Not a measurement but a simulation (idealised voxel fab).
Documented hereafter: the process module known as voxel released beams.
FYI the section here is cut, 275 nm wide, cells are 5 nm squares.
Each cross-section below is a grid of square cells, stated as bands in top-down order, with one or more rows of cells making up each band. This entry defines a band. It first specifies the height of the band's top and the height of its bottom in nm, and then specifies the band's materials from left to right, stating each material with its width in nm. The word "edge to edge" identifies a single material that fills the band from edge to edge, while the word "air" identifies empty space. Where do heights start? At 0: under that level the wafer as delivered is made of one material only. And the lowest band has no floor; it just carries on downward, as in "z 0 and below". A width given as "30->40" starts at the first number in the band's top row and ends at the second number in its bottom row, shifting by an equal amount at every step from row to row. Step note "nothing got changed" = no cross-section cell changed. "Unvented internal voids" means: voids of 8 cells or more that are shut off from the top with no open way through. Written width x height at distance, distance from the left edge, in nm. On each step's line, the part that comes after the settings is the simulator's own comment on the step. If you see "overlay nm" on a step's line and that step has a mask, it's telling you how far right of where it was planned the mask ended up; a negative number means it went left instead.

Planned step list for the process:
step 1: RECEIVE,material Si
step 2: CONFORMAL_DEP,material Al2O3,thk nm 5
step 3: DIRECTIONAL_DEP,material SiO2,thk nm 20
step 4: MASKED_ETCH,tone open,mask id ANCHOR,width nm 25,etch materials SiO2,depth nm 20,overlay nm 0
step 5: CONFORMAL_DEP,material SiN,thk nm 10
step 6: DIRECTIONAL_DEP,material aC,thk nm 10
step 7: PATTERN,tone cover,mask id BEAM,material resist,width nm 75,thk nm 25,overlay nm 0
step 8: DIRECTIONAL_ETCH,etch materials aC,depth nm 10
step 9: STRIP,etch materials resist
step 10: DIRECTIONAL_ETCH,etch materials SiN,depth nm 10
step 11: STRIP,etch materials aC
step 12: STRIP,etch materials SiO2
Among the wafers covered here, the point of difference is the thk nm at step 2; their starting state is shared, and the plan presents the value of the first wafer.

After step 1, as received: first of several wafers, cross-section:
  z 0 and below  Si edge to edge
  Unvented internal voids: none

Per wafer (row), end of module: delta in cells per material since receipt, (+) for gained, (-) for lost; closed voids after that:
thk nm 5; +55 Al2O3; +46 SiN; Unvented internal voids: none
thk nm 10; +110 Al2O3; +46 SiN; Unvented internal voids: none
thk nm 15; +165 Al2O3; +46 SiN; Unvented internal voids: none
thk nm 20; +220 Al2O3; +46 SiN; Unvented internal voids: none
